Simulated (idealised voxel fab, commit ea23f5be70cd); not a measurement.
Title: Process Module voxel self aligned vias
Square cells of 5 nm make up the cross-section cut, whose width is 285 nm.
Throughout this document, each cross-section is represented as a grid of square cells and is presented as a sequence of bands enumerated from the top downward, where a band comprises one or more rows of cells. First you get the band's top height and its bottom height, in nm, and then the materials it's made of, left to right, with each width in nm. If you see a single material with "edge to edge", that one covers the band edge to edge. "empty" is empty space. We count height from 0. Below that, the starting wafer is all one material. The lowest band never ends at the bottom but goes on down; see "0 nm and below" for how that is written. You'd read "30 to 40" like this: the band's top row of cells is as wide as the first number, its bottom row is as wide as the second, and going down, every row changes width by the same amount as the row before did. Step marked "no change occurred"? Then no cell in the cross-section changed in it. Voids not open to the top, 8 cells minimum: see "Enclosed empty spaces". Written width x height at distance; distance is from the left edge; nm. On each step's line, the part that comes after the settings is the simulator's own comment on the step. The "overlay nm" setting may appear on a step's line; for a step that uses a mask, it gives how far to the right of its planned position the mask lay, and a negative value indicates the left.
Steps in the process plan
1) RECEIVE,material Si
2) CONFORMAL_DEP,material SiO2,thk nm 15
3) CONFORMAL_DEP,material SiCN,thk nm 5
4) DIRECTIONAL_DEP,material SiO2,thk nm 25
5) DIRECTIONAL_DEP,material aC,thk nm 10
6) PATTERN,tone open,mask id LINES,material resist,width nm 25,pitch nm 65,thk nm 25,overlay nm 0
7) DIRECTIONAL_ETCH,etch materials aC,depth nm 10
8) STRIP,etch materials resist
9) DIRECTIONAL_ETCH,etch materials SiO2,depth nm 25
10) STRIP,etch materials aC
11) CONFORMAL_DEP,material TiN,thk nm 5
12) FILL_DEP,material Ru,thk nm 5
13) CMP,height nm 45
14) SELECTIVE_ETCH,etch materials W Ru TiN,depth nm 10
15) FILL_DEP,material SiN,thk nm 10
16) CMP,height nm 45
17) DIRECTIONAL_DEP,material SiO2,thk nm 20
18) PATTERN,tone open,mask id VIAS,material resist,width nm 45,pitch nm 130,thk nm 15,overlay nm 0
19) DIRECTIONAL_ETCH,etch materials SiO2,depth nm 20
20) DIRECTIONAL_ETCH,etch materials SiN,depth nm 10
21) STRIP,etch materials resist
22) CONFORMAL_DEP,material TiN,thk nm 5
23) FILL_DEP,material Cu,thk nm 10
24) CMP,height nm 65
25) CONFORMAL_DEP,material SiCN,thk nm 5
First of two wafers: run as planned
Cross-section: wafer on arrival = after step 1
- 0 nm and below  Si edge to edge
- Enclosed empty spaces: none
Cross-section of the wafer after step 2
- 15 nm to 0 nm  SiO2 edge to edge
- Everything below 0 is unchanged.
Cross-section of the wafer after step 3
- 20 nm to 15 nm  SiCN edge to edge
- Everything below 15 is unchanged.
Cross-section of the wafer after step 4
- 45 nm to 20 nm  SiO2 edge to edge
- Everything below 20 is unchanged.
Cross-section of the wafer after step 5
- 55 nm to 45 nm  aC edge to edge
- Everything below 45 is unchanged.
Cross-section of the wafer after step 6
- 80 nm to 55 nm  65 resist | 25 empty | 40 resist | 25 empty | 40 resist | 25 empty | 65 resist
- Everything below 55 is unchanged.
Cross-section of the wafer after step 7
- 70 nm to 55 nm  65 resist | 25 empty | 40 resist | 25 empty | 40 resist | 25 empty | 65 resist
- 55 nm to 45 nm  65 aC | 25 empty | 40 aC | 25 empty | 40 aC | 25 empty | 65 aC
- Everything below 45 is unchanged.
Cross-section of the wafer after step 8
- 55 nm to 45 nm  65 aC | 25 empty | 40 aC | 25 empty | 40 aC | 25 empty | 65 aC
- Everything below 45 is unchanged.
Cross-section of the wafer after step 9
- 55 nm to 45 nm  65 aC | 25 empty | 40 aC | 25 empty | 40 aC | 25 empty | 65 aC
- 45 nm to 20 nm  65 SiO2 | 25 empty | 40 SiO2 | 25 empty | 40 SiO2 | 25 empty | 65 SiO2
- Everything below 20 is unchanged.
Cross-section of the wafer after step 10
- 45 nm to 20 nm  65 SiO2 | 25 empty | 40 SiO2 | 25 empty | 40 SiO2 | 25 empty | 65 SiO2
- Everything below 20 is unchanged.
Cross-section of the wafer after step 11
- 50 nm to 45 nm  70 TiN | 15 empty | 50 TiN | 15 empty | 50 TiN | 15 empty | 70 TiN
- 45 nm to 25 nm  65 SiO2 | 5 TiN | 15 empty | 5 TiN | 40 SiO2 | 5 TiN | 15 empty | 5 TiN | 40 SiO2 | 5 TiN | 15 empty | 5 TiN | 65 SiO2
- 25 nm to 20 nm  65 SiO2 | 25 TiN | 40 SiO2 | 25 TiN | 40 SiO2 | 25 TiN | 65 SiO2
- Everything below 20 is unchanged.
Cross-section of the wafer after step 12
- 55 nm to 50 nm  Ru edge to edge
- 50 nm to 45 nm  70 TiN | 15 Ru | 50 TiN | 15 Ru | 50 TiN | 15 Ru | 70 TiN
- 45 nm to 25 nm  65 SiO2 | 5 TiN | 15 Ru | 5 TiN | 40 SiO2 | 5 TiN | 15 Ru | 5 TiN | 40 SiO2 | 5 TiN | 15 Ru | 5 TiN | 65 SiO2
- Everything below 25 is unchanged.
Cross-section of the wafer after step 13
- 45 nm to 25 nm  65 SiO2 | 5 TiN | 15 Ru | 5 TiN | 40 SiO2 | 5 TiN | 15 Ru | 5 TiN | 40 SiO2 | 5 TiN | 15 Ru | 5 TiN | 65 SiO2
- Everything below 25 is unchanged.
Cross-section of the wafer after step 14
- 45 nm to 35 nm  65 SiO2 | 25 empty | 40 SiO2 | 25 empty | 40 SiO2 | 25 empty | 65 SiO2
- Everything below 35 is unchanged.
Cross-section of the wafer after step 15
- 55 nm to 45 nm  SiN edge to edge
- 45 nm to 35 nm  65 SiO2 | 25 SiN | 40 SiO2 | 25 SiN | 40 SiO2 | 25 SiN | 65 SiO2
- Everything below 35 is unchanged.
Cross-section of the wafer after step 16
- 45 nm to 35 nm  65 SiO2 | 25 SiN | 40 SiO2 | 25 SiN | 40 SiO2 | 25 SiN | 65 SiO2
- Everything below 35 is unchanged.
Cross-section of the wafer after step 17
- 65 nm to 45 nm  SiO2 edge to edge
- Everything below 45 is unchanged.
Cross-section of the wafer after step 18
- 80 nm to 65 nm  55 resist | 45 empty | 85 resist | 45 empty | 55 resist
- Everything below 65 is unchanged.
Cross-section of the wafer after step 19
- 80 nm to 65 nm  55 resist | 45 empty | 85 resist | 45 empty | 55 resist
- 65 nm to 45 nm  55 SiO2 | 45 empty | 85 SiO2 | 45 empty | 55 SiO2
- Everything below 45 is unchanged.
Cross-section of the wafer after step 20
- 80 nm to 65 nm  55 resist | 45 empty | 85 resist | 45 empty | 55 resist
- 65 nm to 45 nm  55 SiO2 | 45 empty | 85 SiO2 | 45 empty | 55 SiO2
- 45 nm to 35 nm  65 SiO2 | 25 empty | 40 SiO2 | 25 SiN | 40 SiO2 | 25 empty | 65 SiO2
- Everything below 35 is unchanged.
Cross-section of the wafer after step 21
- 65 nm to 45 nm  55 SiO2 | 45 empty | 85 SiO2 | 45 empty | 55 SiO2
- Everything below 45 is unchanged.
Cross-section of the wafer after step 22
- 70 nm to 65 nm  60 TiN | 35 empty | 95 TiN | 35 empty | 60 TiN
- 65 nm to 50 nm  55 SiO2 | 5 TiN | 35 empty | 5 TiN | 85 SiO2 | 5 TiN | 35 empty | 5 TiN | 55 SiO2
- 50 nm to 45 nm  55 SiO2 | 15 TiN | 15 empty | 15 TiN | 85 SiO2 | 15 TiN | 15 empty | 15 TiN | 55 SiO2
- 45 nm to 40 nm  65 SiO2 | 5 TiN | 15 empty | 5 TiN | 40 SiO2 | 25 SiN | 40 SiO2 | 5 TiN | 15 empty | 5 TiN | 65 SiO2
- 40 nm to 35 nm  65 SiO2 | 25 TiN | 40 SiO2 | 25 SiN | 40 SiO2 | 25 TiN | 65 SiO2
- Everything below 35 is unchanged.
Cross-section of the wafer after step 23
- 80 nm to 70 nm  Cu edge to edge
- 70 nm to 65 nm  60 TiN | 35 Cu | 95 TiN | 35 Cu | 60 TiN
- 65 nm to 50 nm  55 SiO2 | 5 TiN | 35 Cu | 5 TiN | 85 SiO2 | 5 TiN | 35 Cu | 5 TiN | 55 SiO2
- 50 nm to 45 nm  55 SiO2 | 15 TiN | 15 Cu | 15 TiN | 85 SiO2 | 15 TiN | 15 Cu | 15 TiN | 55 SiO2
- 45 nm to 40 nm  65 SiO2 | 5 TiN | 15 Cu | 5 TiN | 40 SiO2 | 25 SiN | 40 SiO2 | 5 TiN | 15 Cu | 5 TiN | 65 SiO2
- Everything below 40 is unchanged.
Cross-section of the wafer after step 24
- 65 nm to 50 nm  55 SiO2 | 5 TiN | 35 Cu | 5 TiN | 85 SiO2 | 5 TiN | 35 Cu | 5 TiN | 55 SiO2
- Everything below 50 is unchanged.
Cross-section of the wafer after step 25
- 70 nm to 65 nm  SiCN edge to edge
- Everything below 65 is unchanged.
Notes, second wafer: start = first wafer's, plan = first wafer's, execution had one mistake; history identical to first through step 17
What the second wafer looks like in cross-section when step 18 should have wrapped up
- 80 nm to 65 nm  55 empty | 45 resist | 85 empty | 45 resist | 55 empty
- Everything below 65 is unchanged.
What the second wafer looks like in cross-section when step 19 should have wrapped up
- 80 nm to 65 nm  55 empty | 45 resist | 85 empty | 45 resist | 55 empty
- 65 nm to 45 nm  55 empty | 45 SiO2 | 85 empty | 45 SiO2 | 55 empty
- Everything below 45 is unchanged.
What the second wafer looks like in cross-section when step 20 should have wrapped up
- 80 nm to 65 nm  55 empty | 45 resist | 85 empty | 45 resist | 55 empty
- 65 nm to 45 nm  55 empty | 45 SiO2 | 85 empty | 45 SiO2 | 55 empty
- 45 nm to 35 nm  65 SiO2 | 25 SiN | 40 SiO2 | 25 empty | 40 SiO2 | 25 SiN | 65 SiO2
- Everything below 35 is unchanged.
What the second wafer looks like in cross-section when step 21 should have wrapped up
- 65 nm to 45 nm  55 empty | 45 SiO2 | 85 empty | 45 SiO2 | 55 empty
- Everything below 45 is unchanged.
What the second wafer looks like in cross-section when step 22 should have wrapped up
- 70 nm to 65 nm  50 empty | 55 TiN | 75 empty | 55 TiN | 50 empty
- 65 nm to 50 nm  50 empty | 5 TiN | 45 SiO2 | 5 TiN | 75 empty | 5 TiN | 45 SiO2 | 5 TiN | 50 empty
- 50 nm to 45 nm  55 TiN | 45 SiO2 | 35 TiN | 15 empty | 35 TiN | 45 SiO2 | 55 TiN
- 45 nm to 40 nm  65 SiO2 | 25 SiN | 40 SiO2 | 5 TiN | 15 empty | 5 TiN | 40 SiO2 | 25 SiN | 65 SiO2
- 40 nm to 35 nm  65 SiO2 | 25 SiN | 40 SiO2 | 25 TiN | 40 SiO2 | 25 SiN | 65 SiO2
- Everything below 35 is unchanged.
What the second wafer looks like in cross-section when step 23 should have wrapped up
- 80 nm to 70 nm  Cu edge to edge
- 70 nm to 65 nm  50 Cu | 55 TiN | 75 Cu | 55 TiN | 50 Cu
- 65 nm to 50 nm  50 Cu | 5 TiN | 45 SiO2 | 5 TiN | 75 Cu | 5 TiN | 45 SiO2 | 5 TiN | 50 Cu
- 50 nm to 45 nm  55 TiN | 45 SiO2 | 35 TiN | 15 Cu | 35 TiN | 45 SiO2 | 55 TiN
- 45 nm to 40 nm  65 SiO2 | 25 SiN | 40 SiO2 | 5 TiN | 15 Cu | 5 TiN | 40 SiO2 | 25 SiN | 65 SiO2
- Everything below 40 is unchanged.
What the second wafer looks like in cross-section when step 24 should have wrapped up
- 65 nm to 50 nm  50 Cu | 5 TiN | 45 SiO2 | 5 TiN | 75 Cu | 5 TiN | 45 SiO2 | 5 TiN | 50 Cu
- Everything below 50 is unchanged.
What the second wafer looks like in cross-section when step 25 should have wrapped up
- 70 nm to 65 nm  SiCN edge to edge
- Everything below 65 is unchanged.
Where did the run depart from the plan? heads up, step 18 didn't go per plan, it actually ran as PATTERN,tone cover,mask id VIAS,material resist,width nm 45,pitch nm 130,thk nm 15,overlay nm 0
Per the end-of-run cell counts, the second wafer holds more or fewer of some materials than the first: Cu +57; SiN +10; SiO2 -84; TiN +17
